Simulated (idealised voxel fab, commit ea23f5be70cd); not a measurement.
The following is a process module called voxel air gaps.
Each square cell in cross-section cut measures 5 nm, and the section as a whole is 165 nm wide.
Cross-section format: a grid of square cells, given as bands from top to bottom; each band is one or more rows of cells.
Basically the band line says how high the top is and how high the bottom is, in nm, and then what's in it from left to right, every material with its width in nm. Empty space shows up as "air", and if a single material carries "everywhere" it runs the full band edge to edge.
We count height from 0. Below that, the starting wafer is all one material. The lowest band never ends at the bottom but goes on down; see "0 and below" for how that is written.
So if you see something like "30..40" for the width, read it as the top row of the band sitting at the first number and the bottom row at the second, with every row in between moving by the same amount as the last.
It should be understood that the words "no change occurred", when stated for a given step, signify that the cross-section underwent no change in any of its cells during that step.
"Sealed-off cavities" contains a list of empty spaces, each no smaller than 8 cells and without an open way to the top, written in the form width x height at distance with the distance from the left edge and all three in nm.
On a step's line, text after the settings is the simulator commenting on that step.
For masked steps, "overlay nm" on the step line gives how far right of plan the mask actually lay; a minus sign means it lay to the left.
Below is the list of planned process steps:
1,op RECEIVE | material Si
2,op CONFORMAL_DEP | material SiO2 | thk nm 15
3,op CONFORMAL_DEP | material SiCN | thk nm 5
4,op DIRECTIONAL_DEP | material SiO2 | thk nm 30
5,op DIRECTIONAL_DEP | material aC | thk nm 10
6,op PATTERN | tone open | mask id LINES | material resist | width nm 15 | pitch nm 40 | thk nm 25 | overlay nm 0
7,op DIRECTIONAL_ETCH | etch materials aC | depth nm 10
8,op STRIP | etch materials resist
9,op DIRECTIONAL_ETCH | etch materials SiO2 | depth nm 30
10,op STRIP | etch materials aC
11,op CONFORMAL_DEP | material TiN | thk nm 5
12,op FILL_DEP | material W | thk nm 10
13,op CMP | height nm 50
14,op EPI | material Ru | thk nm 10
15,op SELECTIVE_ETCH | etch materials SiO2 | depth nm 40
16,op CONFORMAL_DEP | material SiCN | thk nm 5
as received, after step 1:
    0 and below | Si everywhere
    Sealed-off cavities: none
The plan above was carried out on the starting structure above with one mistake, and this cross-section shows the wafer at the end of the module:
    65 down to 60 | SiCN everywhere
    60 down to 50 | Ru everywhere
    50 down to 25 | W 30; TiN 5; SiO2 15; TiN 5; W 15; TiN 5; SiO2 15; TiN 5; W 15; TiN 5; SiO2 15; TiN 5; W 30
    25 down to 20 | TiN 35; SiO2 15; TiN 25; SiO2 15; TiN 25; SiO2 15; TiN 35
    20 down to 15 | SiCN everywhere
    15 down to 0 | SiO2 everywhere
    0 and below | Si everywhere
    Sealed-off cavities: none
what went wrong: off-plan run, step 6, actual operation and settings op PATTERN | tone cover | mask id LINES | material resist | width nm 15 | pitch nm 40 | thk nm 25 | overlay nm 0
